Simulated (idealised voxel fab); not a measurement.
Documented hereafter: the process module known as voxel gate over fins.
In the cross-section labelled cut, the width is 150 nm and each square cell is 5 nm.
Cross-section spec: square-cell grid; bands listed top down; each band is one or more rows.
In this notation a band is specified by the heights of its top and bottom, in that order and in nm, after which its materials appear from left to right, each paired with its width in nm. The word "all across" attached to a single material means that material fills the band from edge to edge; the word "air" stands for empty space.
Counting heights begins at 0, where everything beneath is, in the wafer as received, one material. The lowest band has no bottom; it goes on downwards, as "0 -> down" shows.
Quick explanation for "30 to 40": the width changes in equal steps down the rows of cells, from the first number in the band's top row to the second number in its bottom row.
"no modifications" means the step left every cell of the cross-section as it was.
In "Enclosed void inventory" the enclosed voids are listed, meaning empty spaces of 8 cells or larger without any opening to the top. The form is width x height at distance, distance from the left edge, units nm.
Note: text after step settings on the step line = simulator remark on that step.
"overlay nm", when on a step's line for a step with a mask, measures how far to the right of its planned place the mask lay; a negative measure means to the left.

**Here's what the planned process steps look like**
1. RECEIVE with material Si
2. CONFORMAL_DEP with material SiN, thk nm 5
3. DIRECTIONAL_DEP with material aC, thk nm 10
4. PATTERN with tone cover, mask id FINS, material resist, width nm 15, pitch nm 40, thk nm 25, overlay nm 0
5. DIRECTIONAL_ETCH with etch materials aC, depth nm 10
6. STRIP with etch materials resist
7. DIRECTIONAL_ETCH with etch materials SiN, depth nm 5
8. DIRECTIONAL_ETCH with etch materials Si, depth nm 30
9. STRIP with etch materials aC
10. FILL_DEP with material SiO2, thk nm 10
11. CMP with height nm 5
12. SELECTIVE_ETCH with etch materials SiO2, depth nm 15
13. STRIP with etch materials SiN
14. CONFORMAL_DEP with material HfO2, thk nm 5
15. CONFORMAL_DEP with material TiN, thk nm 5
16. FILL_DEP with material W, thk nm 10
17. CMP with height nm 15
18. CONFORMAL_DEP with material SiN, thk nm 5

**Wafer at receipt (post step 1), cross-section**
  0 -> down: Si all across
  Enclosed void inventory: none

**Cross-section at module end, one run error; start and plan unchanged from above**
  20 -> 15: SiN all across
  15 -> 10: TiN all across
  10 -> 5: HfO2 50 nm / TiN 5 nm / HfO2 35 nm / TiN 5 nm / HfO2 55 nm
  5 -> 0: aC 45 nm / HfO2 15 nm / aC 25 nm / HfO2 15 nm / aC 50 nm
  0 -> -30: aC 45 nm / Si 15 nm / aC 25 nm / Si 15 nm / aC 50 nm
  -30 -> down: Si all across
  Enclosed void inventory: none
Diagnosis: step 10 ran differently from the plan; actual operation with settings: FILL_DEP with material aC, thk nm 10
